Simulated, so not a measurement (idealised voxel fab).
process module | voxel fin reveal
cross-section cut | 205 nm wide | cells 5 nm
A cross-section is a grid of square cells, given in bands from the top down. A band is one or more rows of cells.
Each band's line starts with the height of the band's top and of its bottom, in nm. Then come its materials from left to right, each with its width in nm. One material with "throughout" fills the band from edge to edge. "air" is empty space.
Height 0 is the level under which the wafer as received is all one material. The lowest band goes on downwards, as in "0 down".
A width such as "30 to 40" changes by the same amount from each row of cells to the next, from the band's top row to its bottom row.
"no change" after a step means that no cell of the cross-section changed.
closed voids: empty space of 8 cells or more with no open way to the top, each as width x height at its distance from the left edge, in nm
after a step's settings: what the simulator itself notes on the step
overlay nm, on a step with a mask: how far to the right of its planned place the mask lay; to the left if negative
plan
1 op RECEIVE | material Si
2 op CONFORMAL_DEP | material SiN | thk nm 5
3 op DIRECTIONAL_DEP | material aC | thk nm 10
4 op PATTERN | tone cover | mask id FINS | material resist | width nm 15 | pitch nm 40 | thk nm 25 | overlay nm 0
5 op DIRECTIONAL_ETCH | etch materials aC | depth nm 10
6 op STRIP | etch materials resist
7 op DIRECTIONAL_ETCH | etch materials SiN | depth nm 5
8 op DIRECTIONAL_ETCH | etch materials Si | depth nm 35
9 op STRIP | etch materials aC
10 op OXIDIZE | depth nm 5
11 op FILL_DEP | material SiO2 | thk nm 5
12 op CMP | height nm 5
13 op SELECTIVE_ETCH | etch materials SiO2 | depth nm 15
14 op STRIP | etch materials SiN
15 op CONFORMAL_DEP | material SiO2 | thk nm 5
as received, after step 1
  0 down: Si throughout
  closed voids: none
first wafer at the end, as planned
  5 to 0: air 35 | SiO2 15 | air 25 | SiO2 15 | air 25 | SiO2 15 | air 25 | SiO2 15 | air 35
  0 to -5: air 35 | SiO2 5 | Si 5 | SiO2 5 | air 25 | SiO2 5 | Si 5 | SiO2 5 | air 25 | SiO2 5 | Si 5 | SiO2 5 | air 25 | SiO2 5 | Si 5 | SiO2 5 | air 35
  -5 to -40: SiO2 40 | Si 5 | SiO2 35 | Si 5 | SiO2 35 | Si 5 | SiO2 35 | Si 5 | SiO2 40
  -40 down: Si throughout
  closed voids: none
second wafer at the end: like start, like plan, one mistake
  5 to 0: air 35 | SiO2 15 | air 25 | SiO2 15 | air 25 | SiO2 15 | air 25 | SiO2 15 | air 35
  0 to -20: air 35 | SiO2 5 | Si 5 | SiO2 5 | air 25 | SiO2 5 | Si 5 | SiO2 5 | air 25 | SiO2 5 | Si 5 | SiO2 5 | air 25 | SiO2 5 | Si 5 | SiO2 5 | air 35
  -20 to -40: SiO2 40 | Si 5 | SiO2 35 | Si 5 | SiO2 35 | Si 5 | SiO2 35 | Si 5 | SiO2 40
  -40 down: Si throughout
  closed voids: none
what went wrong: step 13 was run twice
at the end the second wafer has, in cells: 87 fewer of SiO2
